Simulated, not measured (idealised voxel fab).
process module | voxel ribs on slabs
Cross-section cut spans 295 nm and uses square cells 5 nm in size.
A cross-section in this document is a grid of square cells, and it is written down as bands, the top band listed before the ones below it; a band is made up of one or more rows of cells.
The band entry comprises the height of the band's top followed by the height of its bottom, expressed in nm, and subsequently the band's materials from left to right, each stated together with its width in nm. Where a single material is marked with the word "full width", that material fills the band from edge to edge. The word "blank" represents empty space.
We count height from 0. Below that, the starting wafer is all one material. The lowest band never ends at the bottom but goes on down; see "0..down" for how that is written.
Think of "30..40" as a width that walks from the first number to the second as you go down the band, top row to bottom row, taking equal-sized steps from row to row.
For the purposes of this document, the phrase "nothing altered" attached to a step denotes that no cell within the cross-section was modified by that step.
Closed empty spaces (no open way to the top) of 8 cells or more are what "Closed void listing" lists, each as width x height at distance from the left edge, nm for all three.
That trailing text on a step's line, after the settings, is the simulator's own remark on the step.
overlay nm: right-of-plan distance of the mask on a masked step; negative values mean left-of-plan.

Planned process steps
| 1 | RECEIVE with material Si |
| 2 | DIRECTIONAL_DEP with material SiO2, thk nm 20 |
| 3 | DIRECTIONAL_DEP with material SiN, thk nm 25 |
| 4 | MASKED_ETCH with tone cover, mask id RIB, width nm 30, etch materials SiN, depth nm 5, overlay nm 0 |
| 5 | PATTERN with tone cover, mask id SLAB, material resist, width nm 60, thk nm 20, overlay nm 0 |
| 6 | DIRECTIONAL_ETCH with etch materials SiN, depth nm 20 |
| 7 | STRIP with etch materials resist |
| 8 | FILL_DEP with material SiO2, thk nm 25 |
| 9 | CMP with height nm 65 |
| 10 | DIRECTIONAL_DEP with material W, thk nm 5 |
| 11 | DIRECTIONAL_DEP with material aC, thk nm 10 |
| 12 | PATTERN with tone cover, mask id HEATER, material resist, width nm 40, thk nm 30, overlay nm 0 |
| 13 | DIRECTIONAL_ETCH with etch materials aC, depth nm 10 |
| 14 | STRIP with etch materials resist |
| 15 | DIRECTIONAL_ETCH with etch materials W, depth nm 5 |
| 16 | STRIP with etch materials aC |
| 17 | CONFORMAL_DEP with material SiO2, thk nm 5 |

First wafer, two in total, run as planned

Wafer cross-section on receipt, i.e. after step 1
* 0..down = Si full width
* Closed void listing: none

The wafer, seen in cross-section, after step 2
* 20..0 = SiO2 full width
* Below 0 it's all the same as before, nothing changed down there.

The wafer, seen in cross-section, after step 3
* 45..20 = SiN full width
* Below 20 it's all the same as before, nothing changed down there.

The wafer, seen in cross-section, after step 4
* 45..40 = blank=130, then SiN=30, then blank=135
* Below 40 it's all the same as before, nothing changed down there.

The wafer, seen in cross-section, after step 5
* 65..45 = blank=115, then resist=60, then blank=120
* 45..40 = blank=115, then resist=15, then SiN=30, then resist=15, then blank=120
* Below 40 it's all the same as before, nothing changed down there.

The wafer, seen in cross-section, after step 6
* 65..45 = blank=115, then resist=60, then blank=120
* 45..40 = blank=115, then resist=15, then SiN=30, then resist=15, then blank=120
* 40..20 = blank=115, then SiN=60, then blank=120
* Below 20 it's all the same as before, nothing changed down there.

The wafer, seen in cross-section, after step 7
* 45..40 = blank=130, then SiN=30, then blank=135
* Below 40 it's all the same as before, nothing changed down there.

The wafer, seen in cross-section, after step 8
* 70..45 = SiO2 full width
* 45..40 = SiO2=130, then SiN=30, then SiO2=135
* 40..20 = SiO2=115, then SiN=60, then SiO2=120
* Below 20 it's all the same as before, nothing changed down there.

The wafer, seen in cross-section, after step 9
* 65..45 = SiO2 full width
* Below 45 it's all the same as before, nothing changed down there.

The wafer, seen in cross-section, after step 10
* 70..65 = W full width
* Below 65 it's all the same as before, nothing changed down there.

The wafer, seen in cross-section, after step 11
* 80..70 = aC full width
* Below 70 it's all the same as before, nothing changed down there.

The wafer, seen in cross-section, after step 12
* 110..80 = blank=125, then resist=40, then blank=130
* Below 80 it's all the same as before, nothing changed down there.

The wafer, seen in cross-section, after step 13
* 100..80 = blank=125, then resist=40, then blank=130
* 80..70 = blank=125, then aC=40, then blank=130
* Below 70 it's all the same as before, nothing changed down there.

The wafer, seen in cross-section, after step 14
* 80..70 = blank=125, then aC=40, then blank=130
* Below 70 it's all the same as before, nothing changed down there.

The wafer, seen in cross-section, after step 15
* 80..70 = blank=125, then aC=40, then blank=130
* 70..65 = blank=125, then W=40, then blank=130
* Below 65 it's all the same as before, nothing changed down there.

The wafer, seen in cross-section, after step 16
* 70..65 = blank=125, then W=40, then blank=130
* Below 65 it's all the same as before, nothing changed down there.

The wafer, seen in cross-section, after step 17
* 75..70 = blank=120, then SiO2=50, then blank=125
* 70..65 = SiO2=125, then W=40, then SiO2=130
* Below 65 it's all the same as before, nothing changed down there.

Notes, second wafer: start = first wafer's, plan = first wafer's, execution had one mistake; history identical to first through step 3

Second wafer at the planned finish of step 4, seen in cross-section
* 45..40 = blank=125, then SiN=40, then blank=130
* Below 40 it's all the same as before, nothing changed down there.

Second wafer at the planned finish of step 5, seen in cross-section
* 65..45 = blank=115, then resist=60, then blank=120
* 45..40 = blank=115, then resist=10, then SiN=40, then resist=10, then blank=120
* Below 40 it's all the same as before, nothing changed down there.

Second wafer at the planned finish of step 6, seen in cross-section
* 65..45 = blank=115, then resist=60, then blank=120
* 45..40 = blank=115, then resist=10, then SiN=40, then resist=10, then blank=120
* 40..20 = blank=115, then SiN=60, then blank=120
* Below 20 it's all the same as before, nothing changed down there.

Second wafer at the planned finish of step 7, seen in cross-section
* 45..40 = blank=125, then SiN=40, then blank=130
* Below 40 it's all the same as before, nothing changed down there.

Second wafer at the planned finish of step 8, seen in cross-section
* 70..45 = SiO2 full width
* 45..40 = SiO2=125, then SiN=40, then SiO2=130
* 40..20 = SiO2=115, then SiN=60, then SiO2=120
* Below 20 it's all the same as before, nothing changed down there.

Second wafer at the planned finish of step 9, seen in cross-section
* 65..45 = SiO2 full width
* Below 45 it's all the same as before, nothing changed down there.

Second wafer at the planned finish of step 10, seen in cross-section
* 70..65 = W full width
* Below 65 it's all the same as before, nothing changed down there.

Second wafer at the planned finish of step 11, seen in cross-section
* 80..70 = aC full width
* Below 70 it's all the same as before, nothing changed down there.

Second wafer at the planned finish of step 12, seen in cross-section
* 110..80 = blank=125, then resist=40, then blank=130
* Below 80 it's all the same as before, nothing changed down there.

Second wafer at the planned finish of step 13, seen in cross-section
* 100..80 = blank=125, then resist=40, then blank=130
* 80..70 = blank=125, then aC=40, then blank=130
* Below 70 it's all the same as before, nothing changed down there.

Second wafer at the planned finish of step 14, seen in cross-section
* 80..70 = blank=125, then aC=40, then blank=130
* Below 70 it's all the same as before, nothing changed down there.

Second wafer at the planned finish of step 15, seen in cross-section
* 80..70 = blank=125, then aC=40, then blank=130
* 70..65 = blank=125, then W=40, then blank=130
* Below 65 it's all the same as before, nothing changed down there.

Second wafer at the planned finish of step 16, seen in cross-section
* 70..65 = blank=125, then W=40, then blank=130
* Below 65 it's all the same as before, nothing changed down there.

Second wafer at the planned finish of step 17, seen in cross-section
* 75..70 = blank=120, then SiO2=50, then blank=125
* 70..65 = SiO2=125, then W=40, then SiO2=130
* Below 65 it's all the same as before, nothing changed down there.
Error vs. plan: step 4 ran differently from the plan; actual operation with settings: MASKED_ETCH with tone cover, mask id RIB, width nm 40, etch materials SiN, depth nm 5, overlay nm 0
The second wafer ends with more or fewer cells of some materials than the first, per final count: 2 more of SiN, 2 fewer of SiO2
